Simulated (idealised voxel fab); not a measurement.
The name of this process module is voxel lift off.
Section shown: cut. Width: 280 nm. Cell size: 5 nm, square.
Format of a cross-section: grid, square cells. Given as bands. Order: top down. Band: one or more rows of cells.
What a band's entry tells you: where the top is and where the bottom is, as heights in nm, and after that what lies inside, material by material from left to right, each with its width in nm. Empty space is written as the word "air", and a single material marked with the word "full width" occupies the band from edge to edge.
Below 0: as-received wafer, all one material; heights counted from there. Lowest band: no bottom, goes on down, written "0 nm and below".
Read "30..40" as a graded width: first number on top, second number at the bottom, same change between each pair of neighbouring rows.
Basically "nothing got changed" means that step didn't change any cell in the cross-section.
Basically, "Fully closed voids" tells you about the enclosed voids: empty spaces with no open way to the top, 8 cells or bigger, each written width x height at distance, where distance is from the left edge, all in nm.
Past the settings on a step's line: simulator remark, on that step.
overlay nm: how far to the right of its planned place the mask lay on this masked step (negative: to the left).
In what follows, pairs of cross-sections are presented, each taken before and after one process step, with the after cross-section shown only down to the lowest band that was altered; the step, together with its settings, is stated below the pair. The pairs may stem from different runs of this module on the same starting wafer; accordingly, a pair should be taken as continuing from the one above it solely where its entry headed "State before" indicates as much.
State before:
- 0 nm and below = Si full width
- Fully closed voids: none
Post-Process View:
- 10 nm to 0 nm = SiN full width
- Rest of section, below 0: as before.
- Fully closed voids: none
Between before and after as drawn above: CONFORMAL_DEP (material SiN; thk nm 10)
State before: carried over from the after image of the pair right above.
Post-Process View:
- 35 nm to 10 nm = resist: 80 / air: 15 / resist: 20 / air: 15 / resist: 20 / air: 15 / resist: 20 / air: 15 / resist: 80
- Rest of section, below 10: as before.
- Fully closed voids: none
Between before and after as drawn above: PATTERN (tone open; mask id LINES; material resist; width nm 15; pitch nm 35; thk nm 25; overlay nm 0)
State before: carried over from the after image of the pair right above.
Post-Process View:
- 45 nm to 35 nm = Ru: 80 / air: 15 / Ru: 20 / air: 15 / Ru: 20 / air: 15 / Ru: 20 / air: 15 / Ru: 80
- 35 nm to 20 nm = resist: 80 / air: 15 / resist: 20 / air: 15 / resist: 20 / air: 15 / resist: 20 / air: 15 / resist: 80
- 20 nm to 10 nm = resist: 80 / Ru: 15 / resist: 20 / Ru: 15 / resist: 20 / Ru: 15 / resist: 20 / Ru: 15 / resist: 80
- Rest of section, below 10: as before.
- Fully closed voids: none
Between before and after as drawn above: DIRECTIONAL_DEP (material Ru; thk nm 10)
State before: carried over from the after image of the pair right above.
Post-Process View:
- 20 nm to 10 nm = air: 80 / Ru: 15 / air: 20 / Ru: 15 / air: 20 / Ru: 15 / air: 20 / Ru: 15 / air: 80
- Rest of section, below 10: as before.
- Fully closed voids: none
Between before and after as drawn above: STRIP (etch materials resist)
State before: carried over from the after image of the pair right above.
Post-Process View:
- 25 nm to 20 nm = air: 75 / SiO2: 25 / air: 10 / SiO2: 25 / air: 10 / SiO2: 25 / air: 10 / SiO2: 25 / air: 75
- 20 nm to 15 nm = air: 75 / SiO2: 5 / Ru: 15 / SiO2: 5 / air: 10 / SiO2: 5 / Ru: 15 / SiO2: 5 / air: 10 / SiO2: 5 / Ru: 15 / SiO2: 5 / air: 10 / SiO2: 5 / Ru: 15 / SiO2: 5 / air: 75
- 15 nm to 10 nm = SiO2: 80 / Ru: 15 / SiO2: 20 / Ru: 15 / SiO2: 20 / Ru: 15 / SiO2: 20 / Ru: 15 / SiO2: 80
- Rest of section, below 10: as before.
- Fully closed voids: none
Between before and after as drawn above: CONFORMAL_DEP (material SiO2; thk nm 5)
State before:
- 35 nm to 10 nm = resist: 80 / air: 15 / resist: 20 / air: 15 / resist: 20 / air: 15 / resist: 20 / air: 15 / resist: 80
- 10 nm to 0 nm = SiN full width
- 0 nm and below = Si full width
- Fully closed voids: none
Post-Process View:
- 10 nm to 0 nm = SiN full width
- Rest of section, below 0: as before.
- Fully closed voids: none
Between before and after as drawn above: STRIP (etch materials resist)
State before: carried over from the after image of the pair right above.
Post-Process View:
- 15 nm to 10 nm = SiO2 full width
- Rest of section, below 10: as before.
- Fully closed voids: none
Between before and after as drawn above: CONFORMAL_DEP (material SiO2; thk nm 5)
State before:
- 20 nm to 10 nm = air: 80 / Ru: 15 / air: 20 / Ru: 15 / air: 20 / Ru: 15 / air: 20 / Ru: 15 / air: 80
- 10 nm to 0 nm = SiN full width
- 0 nm and below = Si full width
- Fully closed voids: none
Post-Process View:
- 35 nm to 25 nm = air: 65 / SiO2: 150 / air: 65
- 25 nm to 20 nm = SiO2 full width
- 20 nm to 10 nm = SiO2: 80 / Ru: 15 / SiO2: 20 / Ru: 15 / SiO2: 20 / Ru: 15 / SiO2: 20 / Ru: 15 / SiO2: 80
- Rest of section, below 10: as before.
- Fully closed voids: none
Between before and after as drawn above: CONFORMAL_DEP (material SiO2; thk nm 15)
State before:
- 10 nm to 0 nm = SiN full width
- 0 nm and below = Si full width
- Fully closed voids: none
Post-Process View:
- 35 nm to 10 nm = resist: 80 / air: 20 / resist: 15 / air: 20 / resist: 15 / air: 20 / resist: 15 / air: 20 / resist: 75
- Rest of section, below 10: as before.
- Fully closed voids: none
Between before and after as drawn above: PATTERN (tone open; mask id LINES; material resist; width nm 20; pitch nm 35; thk nm 25; overlay nm 0)
State before: carried over from the after image of the pair right above.
Post-Process View:
- 45 nm to 35 nm = Ru: 80 / air: 20 / Ru: 15 / air: 20 / Ru: 15 / air: 20 / Ru: 15 / air: 20 / Ru: 75
- 35 nm to 20 nm = resist: 80 / air: 20 / resist: 15 / air: 20 / resist: 15 / air: 20 / resist: 15 / air: 20 / resist: 75
- 20 nm to 10 nm = resist: 80 / Ru: 20 / resist: 15 / Ru: 20 / resist: 15 / Ru: 20 / resist: 15 / Ru: 20 / resist: 75
- Rest of section, below 10: as before.
- Fully closed voids: none
Between before and after as drawn above: DIRECTIONAL_DEP (material Ru; thk nm 10)
State before: carried over from the after image of the pair right above.
Post-Process View:
- 20 nm to 10 nm = air: 80 / Ru: 20 / air: 15 / Ru: 20 / air: 15 / Ru: 20 / air: 15 / Ru: 20 / air: 75
- Rest of section, below 10: as before.
- Fully closed voids: none
Between before and after as drawn above: STRIP (etch materials resist)
State before: carried over from the after image of the pair right above.
Post-Process View:
- 25 nm to 20 nm = air: 75 / SiO2: 30 / air: 5 / SiO2: 30 / air: 5 / SiO2: 30 / air: 5 / SiO2: 30 / air: 70
- 20 nm to 15 nm = air: 75 / SiO2: 5 / Ru: 20 / SiO2: 5 / air: 5 / SiO2: 5 / Ru: 20 / SiO2: 5 / air: 5 / SiO2: 5 / Ru: 20 / SiO2: 5 / air: 5 / SiO2: 5 / Ru: 20 / SiO2: 5 / air: 70
- 15 nm to 10 nm = SiO2: 80 / Ru: 20 / SiO2: 15 / Ru: 20 / SiO2: 15 / Ru: 20 / SiO2: 15 / Ru: 20 / SiO2: 75
- Rest of section, below 10: as before.
- Fully closed voids: none
Between before and after as drawn above: CONFORMAL_DEP (material SiO2; thk nm 5)
State before:
- 10 nm to 0 nm = SiN full width
- 0 nm and below = Si full width
- Fully closed voids: none
Post-Process View:
- 35 nm to 10 nm = resist: 85 / air: 15 / resist: 20 / air: 15 / resist: 20 / air: 15 / resist: 20 / air: 15 / resist: 75
- Rest of section, below 10: as before.
- Fully closed voids: none
Between before and after as drawn above: PATTERN (tone open; mask id LINES; material resist; width nm 15; pitch nm 35; thk nm 25; overlay nm 5)
State before: carried over from the after image of the pair right above.
Post-Process View:
- 45 nm to 35 nm = Ru: 85 / air: 15 / Ru: 20 / air: 15 / Ru: 20 / air: 15 / Ru: 20 / air: 15 / Ru: 75
- 35 nm to 20 nm = resist: 85 / air: 15 / resist: 20 / air: 15 / resist: 20 / air: 15 / resist: 20 / air: 15 / resist: 75
- 20 nm to 10 nm = resist: 85 / Ru: 15 / resist: 20 / Ru: 15 / resist: 20 / Ru: 15 / resist: 20 / Ru: 15 / resist: 75
- Rest of section, below 10: as before.
- Fully closed voids: none
Between before and after as drawn above: DIRECTIONAL_DEP (material Ru; thk nm 10)
State before: carried over from the after image of the pair right above.
Post-Process View:
- 20 nm to 10 nm = air: 85 / Ru: 15 / air: 20 / Ru: 15 / air: 20 / Ru: 15 / air: 20 / Ru: 15 / air: 75
- Rest of section, below 10: as before.
- Fully closed voids: none
Between before and after as drawn above: STRIP (etch materials resist)
State before: carried over from the after image of the pair right above.
Post-Process View:
- 25 nm to 20 nm = air: 80 / SiO2: 25 / air: 10 / SiO2: 25 / air: 10 / SiO2: 25 / air: 10 / SiO2: 25 / air: 70
- 20 nm to 15 nm = air: 80 / SiO2: 5 / Ru: 15 / SiO2: 5 / air: 10 / SiO2: 5 / Ru: 15 / SiO2: 5 / air: 10 / SiO2: 5 / Ru: 15 / SiO2: 5 / air: 10 / SiO2: 5 / Ru: 15 / SiO2: 5 / air: 70
- 15 nm to 10 nm = SiO2: 85 / Ru: 15 / SiO2: 20 / Ru: 15 / SiO2: 20 / Ru: 15 / SiO2: 20 / Ru: 15 / SiO2: 75
- Rest of section, below 10: as before.
- Fully closed voids: none
Between before and after as drawn above: CONFORMAL_DEP (material SiO2; thk nm 5)
State before:
- 0 nm and below = Si full width
- Fully closed voids: none
Post-Process View:
- 10 nm to 0 nm = Ru full width
- Rest of section, below 0: as before.
- Fully closed voids: none
Between before and after as drawn above: CONFORMAL_DEP (material Ru; thk nm 10)
State before: carried over from the after image of the pair right above.
Post-Process View:
- 35 nm to 10 nm = resist: 80 / air: 15 / resist: 20 / air: 15 / resist: 20 / air: 15 / resist: 20 / air: 15 / resist: 80
- Rest of section, below 10: as before.
- Fully closed voids: none
Between before and after as drawn above: PATTERN (tone open; mask id LINES; material resist; width nm 15; pitch nm 35; thk nm 25; overlay nm 0)
State before: carried over from the after image of the pair right above.
Post-Process View:
- 45 nm to 35 nm = Ru: 80 / air: 15 / Ru: 20 / air: 15 / Ru: 20 / air: 15 / Ru: 20 / air: 15 / Ru: 80
- 35 nm to 20 nm = resist: 80 / air: 15 / resist: 20 / air: 15 / resist: 20 / air: 15 / resist: 20 / air: 15 / resist: 80
- 20 nm to 10 nm = resist: 80 / Ru: 15 / resist: 20 / Ru: 15 / resist: 20 / Ru: 15 / resist: 20 / Ru: 15 / resist: 80
- Rest of section, below 10: as before.
- Fully closed voids: none
Between before and after as drawn above: DIRECTIONAL_DEP (material Ru; thk nm 10)
State before: carried over from the after image of the pair right above.
Post-Process View:
- 20 nm to 10 nm = air: 80 / Ru: 15 / air: 20 / Ru: 15 / air: 20 / Ru: 15 / air: 20 / Ru: 15 / air: 80
- Rest of section, below 10: as before.
- Fully closed voids: none
Between before and after as drawn above: STRIP (etch materials resist)
State before: carried over from the after image of the pair right above.
Post-Process View:
- 25 nm to 20 nm = air: 75 / SiO2: 25 / air: 10 / SiO2: 25 / air: 10 / SiO2: 25 / air: 10 / SiO2: 25 / air: 75
- 20 nm to 15 nm = air: 75 / SiO2: 5 / Ru: 15 / SiO2: 5 / air: 10 / SiO2: 5 / Ru: 15 / SiO2: 5 / air: 10 / SiO2: 5 / Ru: 15 / SiO2: 5 / air: 10 / SiO2: 5 / Ru: 15 / SiO2: 5 / air: 75
- 15 nm to 10 nm = SiO2: 80 / Ru: 15 / SiO2: 20 / Ru: 15 / SiO2: 20 / Ru: 15 / SiO2: 20 / Ru: 15 / SiO2: 80
- Rest of section, below 10: as before.
- Fully closed voids: none
Between before and after as drawn above: CONFORMAL_DEP (material SiO2; thk nm 5)
State before:
- 10 nm to 0 nm = SiN full width
- 0 nm and below = Si full width
- Fully closed voids: none
Post-Process View:
- 35 nm to 10 nm = air: 80 / resist: 15 / air: 20 / resist: 15 / air: 20 / resist: 15 / air: 20 / resist: 15 / air: 80
- Rest of section, below 10: as before.
- Fully closed voids: none
Between before and after as drawn above: PATTERN (tone cover; mask id LINES; material resist; width nm 15; pitch nm 35; thk nm 25; overlay nm 0)
State before: carried over from the after image of the pair right above.
Post-Process View:
- 45 nm to 35 nm = air: 80 / Ru: 15 / air: 20 / Ru: 15 / air: 20 / Ru: 15 / air: 20 / Ru: 15 / air: 80
- 35 nm to 20 nm = air: 80 / resist: 15 / air: 20 / resist: 15 / air: 20 / resist: 15 / air: 20 / resist: 15 / air: 80
- 20 nm to 10 nm = Ru: 80 / resist: 15 / Ru: 20 / resist: 15 / Ru: 20 / resist: 15 / Ru: 20 / resist: 15 / Ru: 80
- Rest of section, below 10: as before.
- Fully closed voids: none
Between before and after as drawn above: DIRECTIONAL_DEP (material Ru; thk nm 10)
State before: carried over from the after image of the pair right above.
Post-Process View:
- 20 nm to 10 nm = Ru: 80 / air: 15 / Ru: 20 / air: 15 / Ru: 20 / air: 15 / Ru: 20 / air: 15 / Ru: 80
- Rest of section, below 10: as before.
- Fully closed voids: none
Between before and after as drawn above: STRIP (etch materials resist)
State before: carried over from the after image of the pair right above.
Post-Process View:
- 25 nm to 20 nm = SiO2: 85 / air: 5 / SiO2: 30 / air: 5 / SiO2: 30 / air: 5 / SiO2: 30 / air: 5 / SiO2: 85
- 20 nm to 15 nm = Ru: 80 / SiO2: 5 / air: 5 / SiO2: 5 / Ru: 20 / SiO2: 5 / air: 5 / SiO2: 5 / Ru: 20 / SiO2: 5 / air: 5 / SiO2: 5 / Ru: 20 / SiO2: 5 / air: 5 / SiO2: 5 / Ru: 80
- 15 nm to 10 nm = Ru: 80 / SiO2: 15 / Ru: 20 / SiO2: 15 / Ru: 20 / SiO2: 15 / Ru: 20 / SiO2: 15 / Ru: 80
- Rest of section, below 10: as before.
- Fully closed voids: none
Between before and after as drawn above: CONFORMAL_DEP (material SiO2; thk nm 5)
